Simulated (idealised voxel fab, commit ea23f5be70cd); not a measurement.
The document below concerns the process module designated voxel transistor to metal.
It is cross-section cut that appears here, measuring 300 nm in width, its square cells being 5 nm in size.
Think of the cross-section as a grid of square cells. We describe it in bands, top to bottom, and each band covers one or more rows of those cells. Band: top and bottom heights (nm) first, top before bottom; then materials from left to right, widths in nm. "everywhere" marks a sole material filling the band edge to edge. "blank" denotes empty space. Basically, 0 is our baseline, since under it the wafer straight out of the box is all one material. The bottom band has no lower end and keeps on going down, so it looks like "top 0, no bottom". It should be noted that a width expressed as "30->40" varies in equal increments from row to row of cells within the band, taking the value of the first number at the top row and that of the second number at the bottom row. What does "no modification" mean for a step? It means no cell of the cross-section changed in that step. Under "Trapped voids" you'll find the enclosed gaps, the ones with no way out to the top, that are 8 cells or bigger; each reads width x height at distance, with distance counted from the left edge, everything in nm. What comes after the settings on a step's line is commentary from the simulator itself on that step. "overlay nm" answers the question of how far to the right of plan the mask lay on a step that has a mask, and when it is negative the answer is to the left.
**List of planned process steps**
1. RECEIVE [material Si]
2. OXIDIZE [depth nm 5]
3. CONFORMAL_DEP [material SiN] [thk nm 15]
4. MASKED_ETCH [tone cover] [mask id ACTIVE] [width nm 105] [pitch nm 130] [etch materials SiN] [depth nm 15] [overlay nm 0]
5. MASKED_ETCH [tone cover] [mask id ACTIVE] [width nm 105] [pitch nm 130] [etch materials SiO2] [depth nm 5] [overlay nm 0]
6. MASKED_ETCH [tone cover] [mask id ACTIVE] [width nm 105] [pitch nm 130] [etch materials Si] [depth nm 20] [overlay nm 0]
7. FILL_DEP [material SiO2] [thk nm 10]
8. CMP [height nm 15]
9. SELECTIVE_ETCH [etch materials SiO2] [depth nm 5]
10. STRIP [etch materials SiN]
11. SELECTIVE_ETCH [etch materials SiO2] [depth nm 5]
12. OXIDIZE [depth nm 5]
13. DIRECTIONAL_DEP [material polySi] [thk nm 30]
14. DIRECTIONAL_DEP [material SiCN] [thk nm 10]
15. PATTERN [tone cover] [mask id GATE] [material resist] [width nm 15] [pitch nm 130] [thk nm 20] [overlay nm 0]
16. DIRECTIONAL_ETCH [etch materials SiCN] [depth nm 20]
17. DIRECTIONAL_ETCH [etch materials polySi] [depth nm 40]
18. STRIP [etch materials resist]
19. CONFORMAL_DEP [material SiN] [thk nm 10]
20. DIRECTIONAL_ETCH [etch materials SiN] [depth nm 10]
21. DIRECTIONAL_ETCH [etch materials SiO2] [depth nm 5]
22. DIRECTIONAL_ETCH [etch materials Si] [depth nm 10]
23. EPI [material SiGe] [thk nm 15]
24. FILL_DEP [material SiO2] [thk nm 10]
25. CMP [height nm 35]
26. DIRECTIONAL_DEP [material SiO2] [thk nm 15]
27. PATTERN [tone open] [mask id CONTACT] [material resist] [width nm 20] [thk nm 20] [overlay nm 0]
28. DIRECTIONAL_ETCH [etch materials SiO2] [depth nm 45]
29. STRIP [etch materials resist]
30. CONFORMAL_DEP [material TiN] [thk nm 5]
31. FILL_DEP [material W] [thk nm 5]
32. CMP [height nm 50]
33. DIRECTIONAL_DEP [material TiN] [thk nm 5]
34. DIRECTIONAL_DEP [material W] [thk nm 20]
35. MASKED_ETCH [tone cover] [mask id METAL_1] [width nm 20] [etch materials W] [depth nm 20] [overlay nm 0]
36. MASKED_ETCH [tone cover] [mask id METAL_1] [width nm 20] [etch materials TiN] [depth nm 5] [overlay nm 0]
37. FILL_DEP [material SiO2] [thk nm 5]
38. CMP [height nm 75]
39. CONFORMAL_DEP [material SiCN] [thk nm 5]
40. DIRECTIONAL_DEP [material lowk] [thk nm 30]
41. DIRECTIONAL_DEP [material aC] [thk nm 10]
42. PATTERN [tone open] [mask id METAL_2] [material resist] [width nm 20] [pitch nm 130] [thk nm 30] [overlay nm 0]
43. DIRECTIONAL_ETCH [etch materials aC] [depth nm 10]
44. STRIP [etch materials resist]
45. DIRECTIONAL_ETCH [etch materials lowk] [depth nm 15]
46. STRIP [etch materials aC]
47. DIRECTIONAL_DEP [material aC] [thk nm 10]
48. PATTERN [tone open] [mask id METAL_2_HOLES] [material resist] [width nm 15] [pitch nm 130] [thk nm 25] [overlay nm 0]
49. DIRECTIONAL_ETCH [etch materials aC] [depth nm 10]
50. STRIP [etch materials resist]
51. DIRECTIONAL_ETCH [etch materials lowk] [depth nm 15]
52. DIRECTIONAL_ETCH [etch materials SiCN] [depth nm 5]
53. STRIP [etch materials aC]
54. CONFORMAL_DEP [material TiN] [thk nm 5]
55. FILL_DEP [material Cu] [thk nm 10]
56. CMP [height nm 110]
57. CONFORMAL_DEP [material SiCN] [thk nm 5]
**Here's what the wafer looked like in cross-section when it arrived - that's after step 1**
> top 0, no bottom  Si everywhere
> Trapped voids: none
**Cross-section, first of two wafers, end of module, run as planned**
> top 115, bottom 110  SiCN everywhere
> top 110, bottom 100  35 of lowk, 5 of TiN, 10 of Cu, 5 of TiN, 110 of lowk, 5 of TiN, 10 of Cu, 5 of TiN, 115 of lowk
> top 100, bottom 95  35 of lowk, 5 of TiN, 5 of Cu, 10 of TiN, 110 of lowk, 5 of TiN, 5 of Cu, 10 of TiN, 115 of lowk
> top 95, bottom 80  35 of lowk, 5 of TiN, 5 of Cu, 5 of TiN, 115 of lowk, 5 of TiN, 5 of Cu, 5 of TiN, 120 of lowk
> top 80, bottom 75  35 of SiCN, 15 of TiN, 115 of SiCN, 15 of TiN, 120 of SiCN
> top 75, bottom 55  35 of SiO2, 20 of W, 55 of SiO2, 20 of W, 35 of SiO2, 20 of W, 55 of SiO2, 20 of W, 40 of SiO2
> top 55, bottom 50  35 of SiO2, 20 of TiN, 55 of SiO2, 20 of TiN, 35 of SiO2, 20 of TiN, 55 of SiO2, 20 of TiN, 40 of SiO2
> top 50, bottom 35  35 of SiO2, 5 of TiN, 10 of W, 5 of TiN, 55 of SiO2, 5 of TiN, 10 of W, 5 of TiN, 35 of SiO2, 5 of TiN, 10 of W, 5 of TiN, 55 of SiO2, 5 of TiN, 10 of W, 5 of TiN, 40 of SiO2
> top 35, bottom 25  35 of SiO2, 5 of TiN, 10 of W, 5 of TiN, 10 of SiO2, 10 of SiN, 15 of SiCN, 10 of SiN, 10 of SiO2, 5 of TiN, 10 of W, 5 of TiN, 35 of SiO2, 5 of TiN, 10 of W, 5 of TiN, 10 of SiO2, 10 of SiN, 15 of SiCN, 10 of SiN, 10 of SiO2, 5 of TiN, 10 of W, 5 of TiN, 40 of SiO2
> top 25, bottom 10  35 of SiO2, 5 of TiN, 10 of W, 5 of TiN, 10 of SiO2, 10 of SiN, 15 of polySi, 10 of SiN, 10 of SiO2, 5 of TiN, 10 of W, 5 of TiN, 35 of SiO2, 5 of TiN, 10 of W, 5 of TiN, 10 of SiO2, 10 of SiN, 15 of polySi, 10 of SiN, 10 of SiO2, 5 of TiN, 10 of W, 5 of TiN, 40 of SiO2
> top 10, bottom 5  35 of SiO2, 20 of TiN, 10 of SiO2, 10 of SiN, 15 of polySi, 10 of SiN, 10 of SiO2, 20 of TiN, 35 of SiO2, 20 of TiN, 10 of SiO2, 10 of SiN, 15 of polySi, 10 of SiN, 10 of SiO2, 20 of TiN, 40 of SiO2
> top 5, bottom -5  25 of SiO2, 10 of SiN, 30 of SiGe, 10 of SiN, 15 of polySi, 10 of SiN, 30 of SiGe, 10 of SiN, 15 of SiO2, 10 of SiN, 30 of SiGe, 10 of SiN, 15 of polySi, 10 of SiN, 30 of SiGe, 10 of SiN, 30 of SiO2
> top -5, bottom -10  35 of SiO2, 30 of SiGe, 35 of SiO2, 30 of SiGe, 35 of SiO2, 30 of SiGe, 35 of SiO2, 30 of SiGe, 40 of SiO2
> top -10, bottom -20  30 of SiO2, 5 of Si, 30 of SiGe, 35 of Si, 30 of SiGe, 5 of Si, 25 of SiO2, 5 of Si, 30 of SiGe, 35 of Si, 30 of SiGe, 5 of Si, 35 of SiO2
> top -20, bottom -25  30 of SiO2, 105 of Si, 25 of SiO2, 105 of Si, 35 of SiO2
> top -25, no bottom  Si everywhere
> Trapped voids: none
**This cross-section belongs to the second wafer of two at the end of the module; the start and the plan were shared with the first, and the run included one mistake**
> top 115, bottom 110  SiCN everywhere
> top 110, bottom 100  35 of lowk, 5 of TiN, 10 of Cu, 5 of TiN, 110 of lowk, 5 of TiN, 10 of Cu, 5 of TiN, 115 of lowk
> top 100, bottom 95  35 of lowk, 5 of TiN, 5 of Cu, 10 of TiN, 110 of lowk, 5 of TiN, 5 of Cu, 10 of TiN, 115 of lowk
> top 95, bottom 80  35 of lowk, 5 of TiN, 5 of Cu, 5 of TiN, 115 of lowk, 5 of TiN, 5 of Cu, 5 of TiN, 120 of lowk
> top 80, bottom 75  35 of SiCN, 15 of TiN, 115 of SiCN, 15 of TiN, 120 of SiCN
> top 75, bottom 55  30 of SiO2, 30 of W, 45 of SiO2, 30 of W, 25 of SiO2, 30 of W, 45 of SiO2, 30 of W, 35 of SiO2
> top 55, bottom 50  30 of SiO2, 30 of TiN, 45 of SiO2, 30 of TiN, 25 of SiO2, 30 of TiN, 45 of SiO2, 30 of TiN, 35 of SiO2
> top 50, bottom 35  35 of SiO2, 5 of TiN, 10 of W, 5 of TiN, 55 of SiO2, 5 of TiN, 10 of W, 5 of TiN, 35 of SiO2, 5 of TiN, 10 of W, 5 of TiN, 55 of SiO2, 5 of TiN, 10 of W, 5 of TiN, 40 of SiO2
> top 35, bottom 25  35 of SiO2, 5 of TiN, 10 of W, 5 of TiN, 10 of SiO2, 10 of SiN, 15 of SiCN, 10 of SiN, 10 of SiO2, 5 of TiN, 10 of W, 5 of TiN, 35 of SiO2, 5 of TiN, 10 of W, 5 of TiN, 10 of SiO2, 10 of SiN, 15 of SiCN, 10 of SiN, 10 of SiO2, 5 of TiN, 10 of W, 5 of TiN, 40 of SiO2
> top 25, bottom 10  35 of SiO2, 5 of TiN, 10 of W, 5 of TiN, 10 of SiO2, 10 of SiN, 15 of polySi, 10 of SiN, 10 of SiO2, 5 of TiN, 10 of W, 5 of TiN, 35 of SiO2, 5 of TiN, 10 of W, 5 of TiN, 10 of SiO2, 10 of SiN, 15 of polySi, 10 of SiN, 10 of SiO2, 5 of TiN, 10 of W, 5 of TiN, 40 of SiO2
> top 10, bottom 5  35 of SiO2, 20 of TiN, 10 of SiO2, 10 of SiN, 15 of polySi, 10 of SiN, 10 of SiO2, 20 of TiN, 35 of SiO2, 20 of TiN, 10 of SiO2, 10 of SiN, 15 of polySi, 10 of SiN, 10 of SiO2, 20 of TiN, 40 of SiO2
> top 5, bottom -5  25 of SiO2, 10 of SiN, 30 of SiGe, 10 of SiN, 15 of polySi, 10 of SiN, 30 of SiGe, 10 of SiN, 15 of SiO2, 10 of SiN, 30 of SiGe, 10 of SiN, 15 of polySi, 10 of SiN, 30 of SiGe, 10 of SiN, 30 of SiO2
> top -5, bottom -10  35 of SiO2, 30 of SiGe, 35 of SiO2, 30 of SiGe, 35 of SiO2, 30 of SiGe, 35 of SiO2, 30 of SiGe, 40 of SiO2
> top -10, bottom -20  30 of SiO2, 5 of Si, 30 of SiGe, 35 of Si, 30 of SiGe, 5 of Si, 25 of SiO2, 5 of Si, 30 of SiGe, 35 of Si, 30 of SiGe, 5 of Si, 35 of SiO2
> top -20, bottom -25  30 of SiO2, 105 of Si, 25 of SiO2, 105 of Si, 35 of SiO2
> top -25, no bottom  Si everywhere
> Trapped voids: none
Nonconformance to the process plan: step 35 did not happen as planned, as run it was MASKED_ETCH [tone cover] [mask id METAL_1] [width nm 30] [etch materials W] [depth nm 20] [overlay nm 0]
at the end the second wafer has, in cells: SiO2 -40; TiN +8; W +32
